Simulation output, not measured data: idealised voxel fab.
Process module in this document: voxel capacitor over wiring
Square cells of 5 nm make up the cross-section cut, whose width is 155 nm.
When this document writes out a cross-section, it uses a grid of square cells and lists it as bands, beginning at the top and moving down, with a band standing for one or more rows of cells.
Top, bottom (nm), then materials left to right with widths (nm); lone material tagged "everywhere" fills the whole band edge to edge; "empty" = empty space.
A quick word on heights: they are counted from 0, and under that level the wafer as it came to us is one material throughout. The lowest band is different from the rest in having no bottom; it simply continues downward, written as in "0 nm and below".
Think of "30 to 40" as a width that walks from the first number to the second as you go down the band, top row to bottom row, taking equal-sized steps from row to row.
Step note "no modifications" = no cross-section cell changed.
In the "Tabulated closed voids" entry, you get each enclosed empty space of 8 cells or more, one with no open way to the top, written width x height at distance, distance from the left edge, in nm.
It should be noted that, on the line of a given step, the content following the step's settings is a remark produced by the simulator itself with respect to that step.
Among the settings permitted on a step's line is "overlay nm"; applied to a step with a mask, it specifies the extent to which the mask lay to the right of its planned position, whereas a negative figure signifies a position to the left.

# So here's the lineup of process steps we planned
1) RECEIVE,material Si
2) CONFORMAL_DEP,material SiO2,thk nm 15
3) DIRECTIONAL_DEP,material TiN,thk nm 5
4) DIRECTIONAL_DEP,material Ru,thk nm 15
5) DIRECTIONAL_DEP,material aC,thk nm 15
6) PATTERN,tone cover,mask id METAL_1,material resist,width nm 25,pitch nm 95,thk nm 35,overlay nm 0
7) DIRECTIONAL_ETCH,etch materials aC,depth nm 15
8) STRIP,etch materials resist
9) DIRECTIONAL_ETCH,etch materials Ru,depth nm 15
10) DIRECTIONAL_ETCH,etch materials TiN,depth nm 5
11) STRIP,etch materials aC
12) CONFORMAL_DEP,material SiCN,thk nm 5
13) FILL_DEP,material lowk,thk nm 10
14) CMP,height nm 35
15) CONFORMAL_DEP,material SiCN,thk nm 5
16) DIRECTIONAL_DEP,material SiO2,thk nm 20
17) DIRECTIONAL_DEP,material aC,thk nm 10
18) PATTERN,tone open,mask id PLUG_1,material resist,width nm 15,thk nm 25,overlay nm 0
19) DIRECTIONAL_ETCH,etch materials aC,depth nm 10
20) STRIP,etch materials resist
21) DIRECTIONAL_ETCH,etch materials SiO2,depth nm 20
22) DIRECTIONAL_ETCH,etch materials SiCN,depth nm 5
23) STRIP,etch materials aC
24) EPI,material Ru,thk nm 10
25) EPI,material Ru,thk nm 10
26) EPI,material Ru,thk nm 5
27) DIRECTIONAL_DEP,material TiN,thk nm 10
28) DIRECTIONAL_DEP,material Al2O3,thk nm 5
29) DIRECTIONAL_DEP,material TiN,thk nm 10
30) PATTERN,tone cover,mask id UPPER_PLATE,material resist,width nm 75,thk nm 15,overlay nm 0
31) DIRECTIONAL_ETCH,etch materials TiN,depth nm 10
32) DIRECTIONAL_ETCH,etch materials Al2O3,depth nm 5
33) STRIP,etch materials resist
34) DIRECTIONAL_DEP,material aC,thk nm 10
35) PATTERN,tone cover,mask id LOWER_PLATE,material resist,width nm 85,thk nm 30,overlay nm 0
36) DIRECTIONAL_ETCH,etch materials aC,depth nm 10
37) STRIP,etch materials resist
38) DIRECTIONAL_ETCH,etch materials TiN,depth nm 10
39) STRIP,etch materials aC
40) FILL_DEP,material SiO2,thk nm 15
41) CMP,height nm 95
42) MASKED_ETCH,tone open,mask id PLUG_2,width nm 15,etch materials SiO2,depth nm 10,overlay nm 0
43) CONFORMAL_DEP,material TiN,thk nm 5
44) FILL_DEP,material W,thk nm 5
45) CMP,height nm 95
46) CONFORMAL_DEP,material SiCN,thk nm 5

# Below: the first of two wafers, run as planned

# Cross-section: wafer on arrival = after step 1
0 nm and below: Si everywhere
Tabulated closed voids: none

# Upon completion of step 2, the wafer appears in cross-section as shown
15 nm to 0 nm: SiO2 everywhere
Below 0, the layers are the same as they were.

# Upon completion of step 3, the wafer appears in cross-section as shown
20 nm to 15 nm: TiN everywhere
Below 15, the layers are the same as they were.

# Upon completion of step 4, the wafer appears in cross-section as shown
35 nm to 20 nm: Ru everywhere
Below 20, the layers are the same as they were.

# Upon completion of step 5, the wafer appears in cross-section as shown
50 nm to 35 nm: aC everywhere
Below 35, the layers are the same as they were.

# Upon completion of step 6, the wafer appears in cross-section as shown
85 nm to 50 nm: 15 nm empty / 25 nm resist / 70 nm empty / 25 nm resist / 20 nm empty
Below 50, the layers are the same as they were.

# Upon completion of step 7, the wafer appears in cross-section as shown
70 nm to 50 nm: 15 nm empty / 25 nm resist / 70 nm empty / 25 nm resist / 20 nm empty
50 nm to 35 nm: 15 nm empty / 25 nm aC / 70 nm empty / 25 nm aC / 20 nm empty
Below 35, the layers are the same as they were.

# Upon completion of step 8, the wafer appears in cross-section as shown
50 nm to 35 nm: 15 nm empty / 25 nm aC / 70 nm empty / 25 nm aC / 20 nm empty
Below 35, the layers are the same as they were.

# Upon completion of step 9, the wafer appears in cross-section as shown
50 nm to 35 nm: 15 nm empty / 25 nm aC / 70 nm empty / 25 nm aC / 20 nm empty
35 nm to 20 nm: 15 nm empty / 25 nm Ru / 70 nm empty / 25 nm Ru / 20 nm empty
Below 20, the layers are the same as they were.

# Upon completion of step 10, the wafer appears in cross-section as shown
50 nm to 35 nm: 15 nm empty / 25 nm aC / 70 nm empty / 25 nm aC / 20 nm empty
35 nm to 20 nm: 15 nm empty / 25 nm Ru / 70 nm empty / 25 nm Ru / 20 nm empty
20 nm to 15 nm: 15 nm empty / 25 nm TiN / 70 nm empty / 25 nm TiN / 20 nm empty
Below 15, the layers are the same as they were.

# Upon completion of step 11, the wafer appears in cross-section as shown
35 nm to 20 nm: 15 nm empty / 25 nm Ru / 70 nm empty / 25 nm Ru / 20 nm empty
Below 20, the layers are the same as they were.

# Upon completion of step 12, the wafer appears in cross-section as shown
40 nm to 35 nm: 10 nm empty / 35 nm SiCN / 60 nm empty / 35 nm SiCN / 15 nm empty
35 nm to 20 nm: 10 nm empty / 5 nm SiCN / 25 nm Ru / 5 nm SiCN / 60 nm empty / 5 nm SiCN / 25 nm Ru / 5 nm SiCN / 15 nm empty
20 nm to 15 nm: 15 nm SiCN / 25 nm TiN / 70 nm SiCN / 25 nm TiN / 20 nm SiCN
Below 15, the layers are the same as they were.

# Upon completion of step 13, the wafer appears in cross-section as shown
50 nm to 40 nm: lowk everywhere
40 nm to 35 nm: 10 nm lowk / 35 nm SiCN / 60 nm lowk / 35 nm SiCN / 15 nm lowk
35 nm to 20 nm: 10 nm lowk / 5 nm SiCN / 25 nm Ru / 5 nm SiCN / 60 nm lowk / 5 nm SiCN / 25 nm Ru / 5 nm SiCN / 15 nm lowk
Below 20, the layers are the same as they were.

# Upon completion of step 14, the wafer appears in cross-section as shown
35 nm to 20 nm: 10 nm lowk / 5 nm SiCN / 25 nm Ru / 5 nm SiCN / 60 nm lowk / 5 nm SiCN / 25 nm Ru / 5 nm SiCN / 15 nm lowk
Below 20, the layers are the same as they were.

# Upon completion of step 15, the wafer appears in cross-section as shown
40 nm to 35 nm: SiCN everywhere
Below 35, the layers are the same as they were.

# Upon completion of step 16, the wafer appears in cross-section as shown
60 nm to 40 nm: SiO2 everywhere
Below 40, the layers are the same as they were.

# Upon completion of step 17, the wafer appears in cross-section as shown
70 nm to 60 nm: aC everywhere
Below 60, the layers are the same as they were.

# Upon completion of step 18, the wafer appears in cross-section as shown
95 nm to 70 nm: 25 nm resist / 15 nm empty / 115 nm resist
Below 70, the layers are the same as they were.

# Upon completion of step 19, the wafer appears in cross-section as shown
85 nm to 70 nm: 25 nm resist / 15 nm empty / 115 nm resist
70 nm to 60 nm: 25 nm aC / 15 nm empty / 115 nm aC
Below 60, the layers are the same as they were.

# Upon completion of step 20, the wafer appears in cross-section as shown
70 nm to 60 nm: 25 nm aC / 15 nm empty / 115 nm aC
Below 60, the layers are the same as they were.

# Upon completion of step 21, the wafer appears in cross-section as shown
70 nm to 60 nm: 25 nm aC / 15 nm empty / 115 nm aC
60 nm to 40 nm: 25 nm SiO2 / 15 nm empty / 115 nm SiO2
Below 40, the layers are the same as they were.

# Upon completion of step 22, the wafer appears in cross-section as shown
70 nm to 60 nm: 25 nm aC / 15 nm empty / 115 nm aC
60 nm to 40 nm: 25 nm SiO2 / 15 nm empty / 115 nm SiO2
40 nm to 35 nm: 25 nm SiCN / 15 nm empty / 115 nm SiCN
Below 35, the layers are the same as they were.

# Upon completion of step 23, the wafer appears in cross-section as shown
60 nm to 40 nm: 25 nm SiO2 / 15 nm empty / 115 nm SiO2
Below 40, the layers are the same as they were.

# Upon completion of step 24, the wafer appears in cross-section as shown
60 nm to 45 nm: 25 nm SiO2 / 15 nm empty / 115 nm SiO2
45 nm to 40 nm: 25 nm SiO2 / 15 nm Ru / 115 nm SiO2
40 nm to 35 nm: 25 nm SiCN / 15 nm Ru / 115 nm SiCN
Below 35, the layers are the same as they were.

# Upon completion of step 25, the wafer appears in cross-section as shown
60 nm to 55 nm: 25 nm SiO2 / 15 nm empty / 115 nm SiO2
55 nm to 40 nm: 25 nm SiO2 / 15 nm Ru / 115 nm SiO2
Below 40, the layers are the same as they were.

# Upon completion of step 26, the wafer appears in cross-section as shown
60 nm to 40 nm: 25 nm SiO2 / 15 nm Ru / 115 nm SiO2
Below 40, the layers are the same as they were.

# Upon completion of step 27, the wafer appears in cross-section as shown
70 nm to 60 nm: TiN everywhere
Below 60, the layers are the same as they were.

# Upon completion of step 28, the wafer appears in cross-section as shown
75 nm to 70 nm: Al2O3 everywhere
Below 70, the layers are the same as they were.

# Upon completion of step 29, the wafer appears in cross-section as shown
85 nm to 75 nm: TiN everywhere
Below 75, the layers are the same as they were.

# Upon completion of step 30, the wafer appears in cross-section as shown
100 nm to 85 nm: 25 nm empty / 75 nm resist / 55 nm empty
Below 85, the layers are the same as they were.

# Upon completion of step 31, the wafer appears in cross-section as shown
100 nm to 85 nm: 25 nm empty / 75 nm resist / 55 nm empty
85 nm to 75 nm: 25 nm empty / 75 nm TiN / 55 nm empty
Below 75, the layers are the same as they were.

# Upon completion of step 32, the wafer appears in cross-section as shown
100 nm to 85 nm: 25 nm empty / 75 nm resist / 55 nm empty
85 nm to 75 nm: 25 nm empty / 75 nm TiN / 55 nm empty
75 nm to 70 nm: 25 nm empty / 75 nm Al2O3 / 55 nm empty
Below 70, the layers are the same as they were.

# Upon completion of step 33, the wafer appears in cross-section as shown
85 nm to 75 nm: 25 nm empty / 75 nm TiN / 55 nm empty
Below 75, the layers are the same as they were.

# Upon completion of step 34, the wafer appears in cross-section as shown
95 nm to 85 nm: 25 nm empty / 75 nm aC / 55 nm empty
85 nm to 80 nm: 25 nm empty / 75 nm TiN / 55 nm empty
80 nm to 75 nm: 25 nm aC / 75 nm TiN / 55 nm aC
75 nm to 70 nm: 25 nm aC / 75 nm Al2O3 / 55 nm aC
Below 70, the layers are the same as they were.

# Upon completion of step 35, the wafer appears in cross-section as shown
125 nm to 95 nm: 20 nm empty / 85 nm resist / 50 nm empty
95 nm to 85 nm: 20 nm empty / 5 nm resist / 75 nm aC / 5 nm resist / 50 nm empty
85 nm to 80 nm: 20 nm empty / 5 nm resist / 75 nm TiN / 5 nm resist / 50 nm empty
Below 80, the layers are the same as they were.

# Upon completion of step 36, the wafer appears in cross-section as shown
115 nm to 95 nm: 20 nm empty / 85 nm resist / 50 nm empty
95 nm to 85 nm: 20 nm empty / 5 nm resist / 75 nm aC / 5 nm resist / 50 nm empty
85 nm to 80 nm: 20 nm empty / 5 nm resist / 75 nm TiN / 5 nm resist / 50 nm empty
80 nm to 75 nm: 20 nm empty / 5 nm aC / 75 nm TiN / 5 nm aC / 50 nm empty
75 nm to 70 nm: 20 nm empty / 5 nm aC / 75 nm Al2O3 / 5 nm aC / 50 nm empty
Below 70, the layers are the same as they were.

# Upon completion of step 37, the wafer appears in cross-section as shown
95 nm to 85 nm: 25 nm empty / 75 nm aC / 55 nm empty
85 nm to 80 nm: 25 nm empty / 75 nm TiN / 55 nm empty
Below 80, the layers are the same as they were.

# Upon completion of step 38, the wafer appears in cross-section as shown
95 nm to 85 nm: 25 nm empty / 75 nm aC / 55 nm empty
85 nm to 80 nm: 25 nm empty / 75 nm TiN / 55 nm empty
80 nm to 75 nm: 20 nm empty / 5 nm aC / 75 nm TiN / 5 nm aC / 50 nm empty
75 nm to 70 nm: 20 nm empty / 5 nm aC / 75 nm Al2O3 / 5 nm aC / 50 nm empty
70 nm to 60 nm: 20 nm empty / 85 nm TiN / 50 nm empty
Below 60, the layers are the same as they were.

# Upon completion of step 39, the wafer appears in cross-section as shown
85 nm to 75 nm: 25 nm empty / 75 nm TiN / 55 nm empty
75 nm to 70 nm: 25 nm empty / 75 nm Al2O3 / 55 nm empty
Below 70, the layers are the same as they were.

# Upon completion of step 40, the wafer appears in cross-section as shown
100 nm to 85 nm: SiO2 everywhere
85 nm to 75 nm: 25 nm SiO2 / 75 nm TiN / 55 nm SiO2
75 nm to 70 nm: 25 nm SiO2 / 75 nm Al2O3 / 55 nm SiO2
70 nm to 60 nm: 20 nm SiO2 / 85 nm TiN / 50 nm SiO2
Below 60, the layers are the same as they were.

# Upon completion of step 41, the wafer appears in cross-section as shown
95 nm to 85 nm: SiO2 everywhere
Below 85, the layers are the same as they were.

# Upon completion of step 42, the wafer appears in cross-section as shown
95 nm to 85 nm: 35 nm SiO2 / 15 nm empty / 105 nm SiO2
Below 85, the layers are the same as they were.

# Upon completion of step 43, the wafer appears in cross-section as shown
100 nm to 95 nm: 40 nm TiN / 5 nm empty / 110 nm TiN
95 nm to 90 nm: 35 nm SiO2 / 5 nm TiN / 5 nm empty / 5 nm TiN / 105 nm SiO2
90 nm to 85 nm: 35 nm SiO2 / 15 nm TiN / 105 nm SiO2
Below 85, the layers are the same as they were.

# Upon completion of step 44, the wafer appears in cross-section as shown
105 nm to 100 nm: W everywhere
100 nm to 95 nm: 40 nm TiN / 5 nm W / 110 nm TiN
95 nm to 90 nm: 35 nm SiO2 / 5 nm TiN / 5 nm W / 5 nm TiN / 105 nm SiO2
Below 90, the layers are the same as they were.

# Upon completion of step 45, the wafer appears in cross-section as shown
95 nm to 90 nm: 35 nm SiO2 / 5 nm TiN / 5 nm W / 5 nm TiN / 105 nm SiO2
Below 90, the layers are the same as they were.

# Upon completion of step 46, the wafer appears in cross-section as shown
100 nm to 95 nm: SiCN everywhere
Below 95, the layers are the same as they were.

# Here the second wafer is described. Its start and its plan were those of the first wafer. Its run contained one mistake. Up to and including step 29, it did exactly what the first wafer did

# Cross-section: second wafer, time at which step 30 was scheduled to end
100 nm to 85 nm: 15 nm empty / 75 nm resist / 65 nm empty
Below 85, the layers are the same as they were.

# Cross-section: second wafer, time at which step 31 was scheduled to end
100 nm to 85 nm: 15 nm empty / 75 nm resist / 65 nm empty
85 nm to 75 nm: 15 nm empty / 75 nm TiN / 65 nm empty
Below 75, the layers are the same as they were.

# Cross-section: second wafer, time at which step 32 was scheduled to end
100 nm to 85 nm: 15 nm empty / 75 nm resist / 65 nm empty
85 nm to 75 nm: 15 nm empty / 75 nm TiN / 65 nm empty
75 nm to 70 nm: 15 nm empty / 75 nm Al2O3 / 65 nm empty
Below 70, the layers are the same as they were.

# Cross-section: second wafer, time at which step 33 was scheduled to end
85 nm to 75 nm: 15 nm empty / 75 nm TiN / 65 nm empty
Below 75, the layers are the same as they were.

# Cross-section: second wafer, time at which step 34 was scheduled to end
95 nm to 85 nm: 15 nm empty / 75 nm aC / 65 nm empty
85 nm to 80 nm: 15 nm empty / 75 nm TiN / 65 nm empty
80 nm to 75 nm: 15 nm aC / 75 nm TiN / 65 nm aC
75 nm to 70 nm: 15 nm aC / 75 nm Al2O3 / 65 nm aC
Below 70, the layers are the same as they were.

# Cross-section: second wafer, time at which step 35 was scheduled to end
125 nm to 95 nm: 20 nm empty / 85 nm resist / 50 nm empty
95 nm to 85 nm: 15 nm empty / 75 nm aC / 15 nm resist / 50 nm empty
85 nm to 80 nm: 15 nm empty / 75 nm TiN / 15 nm resist / 50 nm empty
Below 80, the layers are the same as they were.

# Cross-section: second wafer, time at which step 36 was scheduled to end
115 nm to 95 nm: 20 nm empty / 85 nm resist / 50 nm empty
95 nm to 85 nm: 20 nm empty / 70 nm aC / 15 nm resist / 50 nm empty
85 nm to 80 nm: 15 nm empty / 75 nm TiN / 15 nm resist / 50 nm empty
80 nm to 75 nm: 15 nm empty / 75 nm TiN / 15 nm aC / 50 nm empty
75 nm to 70 nm: 15 nm empty / 75 nm Al2O3 / 15 nm aC / 50 nm empty
Below 70, the layers are the same as they were.

# Cross-section: second wafer, time at which step 37 was scheduled to end
95 nm to 85 nm: 20 nm empty / 70 nm aC / 65 nm empty
85 nm to 80 nm: 15 nm empty / 75 nm TiN / 65 nm empty
Below 80, the layers are the same as they were.

# Cross-section: second wafer, time at which step 38 was scheduled to end
95 nm to 85 nm: 20 nm empty / 70 nm aC / 65 nm empty
85 nm to 80 nm: 20 nm empty / 70 nm TiN / 65 nm empty
80 nm to 75 nm: 20 nm empty / 70 nm TiN / 15 nm aC / 50 nm empty
75 nm to 70 nm: 15 nm empty / 75 nm Al2O3 / 15 nm aC / 50 nm empty
70 nm to 60 nm: 15 nm empty / 90 nm TiN / 50 nm empty
Below 60, the layers are the same as they were.

# Cross-section: second wafer, time at which step 39 was scheduled to end
85 nm to 75 nm: 20 nm empty / 70 nm TiN / 65 nm empty
75 nm to 70 nm: 15 nm empty / 75 nm Al2O3 / 65 nm empty
Below 70, the layers are the same as they were.

# Cross-section: second wafer, time at which step 40 was scheduled to end
100 nm to 85 nm: SiO2 everywhere
85 nm to 75 nm: 20 nm SiO2 / 70 nm TiN / 65 nm SiO2
75 nm to 70 nm: 15 nm SiO2 / 75 nm Al2O3 / 65 nm SiO2
70 nm to 60 nm: 15 nm SiO2 / 90 nm TiN / 50 nm SiO2
Below 60, the layers are the same as they were.

# Cross-section: second wafer, time at which step 41 was scheduled to end
95 nm to 85 nm: SiO2 everywhere
Below 85, the layers are the same as they were.

# Cross-section: second wafer, time at which step 42 was scheduled to end
95 nm to 85 nm: 35 nm SiO2 / 15 nm empty / 105 nm SiO2
Below 85, the layers are the same as they were.

# Cross-section: second wafer, time at which step 43 was scheduled to end
100 nm to 95 nm: 40 nm TiN / 5 nm empty / 110 nm TiN
95 nm to 90 nm: 35 nm SiO2 / 5 nm TiN / 5 nm empty / 5 nm TiN / 105 nm SiO2
90 nm to 85 nm: 35 nm SiO2 / 15 nm TiN / 105 nm SiO2
Below 85, the layers are the same as they were.

# Cross-section: second wafer, time at which step 44 was scheduled to end
105 nm to 100 nm: W everywhere
100 nm to 95 nm: 40 nm TiN / 5 nm W / 110 nm TiN
95 nm to 90 nm: 35 nm SiO2 / 5 nm TiN / 5 nm W / 5 nm TiN / 105 nm SiO2
Below 90, the layers are the same as they were.

# Cross-section: second wafer, time at which step 45 was scheduled to end
95 nm to 90 nm: 35 nm SiO2 / 5 nm TiN / 5 nm W / 5 nm TiN / 105 nm SiO2
Below 90, the layers are the same as they were.

# Cross-section: second wafer, time at which step 46 was scheduled to end
100 nm to 95 nm: SiCN everywhere
Below 95, the layers are the same as they were.
Want to know what went wrong? step 30 off recipe, ran as PATTERN,tone cover,mask id UPPER_PLATE,material resist,width nm 75,thk nm 15,overlay nm -10
Heads up: at the end the two wafers have identical cell counts per material, they're just laid out differently.
